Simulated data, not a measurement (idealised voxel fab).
The process module that follows is named voxel trench capacitor.
The cross-section shown here is cut; it is 270 nm wide and divided into square cells measuring 5 nm on a side.
Heads up, the way a cross-section reads in here is a grid of square cells, handed over as bands from the top down, with every band being one or more rows of cells.
What a band's entry tells you: where the top is and where the bottom is, as heights in nm, and after that what lies inside, material by material from left to right, each with its width in nm. Empty space is written as the word "empty", and a single material marked with the word "everywhere" occupies the band from edge to edge.
Basically, 0 is our baseline, since under it the wafer straight out of the box is all one material. The bottom band has no lower end and keeps on going down, so it looks like "0 -> down".
A two-number width, for instance "30->40", indicates that the width is equal to the first number in the top row of the band and to the second number in the bottom row, and that it changes by a constant amount per row of cells.
Step note "nothing different" = no cross-section cell changed.
So "Enclosed empty spaces" is basically the list of trapped voids: any empty space of 8 cells or more that can't reach the top through an opening. They're written width x height at distance, the distance being from the left edge, and it's all nm.
after a step's settings: what the simulator itself notes on the step
"overlay nm" denotes, for a step that has a mask, the displacement of the mask to the right of its planned place, with negative values corresponding to the left.
LISTED BELOW ARE THE PROCESS STEPS AS PLANNED
- 1: RECEIVE, material Si
- 2: CONFORMAL_DEP, material SiN, thk nm 5
- 3: MASKED_ETCH, tone open, mask id TRENCH, width nm 15, pitch nm 40, etch materials SiN, depth nm 5, overlay nm 0
- 4: MASKED_ETCH, tone open, mask id TRENCH, width nm 15, pitch nm 40, etch materials Si, depth nm 30, overlay nm 0
- 5: CONFORMAL_DEP, material Al2O3, thk nm 5
- 6: FILL_DEP, material polySi, thk nm 10
- 7: CMP, height nm 5
THIS IS THE CROSS-SECTION OF THE WAFER AS WE RECEIVED IT, I.E. AFTER STEP 1
* 0 -> down = Si everywhere
* Enclosed empty spaces: none
END STATE OF THE MODULE IN CROSS-SECTION, GIVEN THE ABOVE STARTING POINT AND PLAN AND ONE MISTAKE IN EXECUTION
* 5 -> 0 = SiN 80 nm | Al2O3 15 nm | SiN 25 nm | Al2O3 15 nm | SiN 25 nm | Al2O3 15 nm | SiN 95 nm
* 0 -> -30 = Si 85 nm | Al2O3 10 nm | Si 30 nm | Al2O3 10 nm | Si 30 nm | Al2O3 10 nm | Si 95 nm
* -30 -> down = Si everywhere
* Enclosed empty spaces: none
Diagnosis: step 3 ran differently from the plan; actual operation with settings: MASKED_ETCH, tone open, mask id TRENCH, width nm 15, pitch nm 40, etch materials SiN, depth nm 5, overlay nm -5
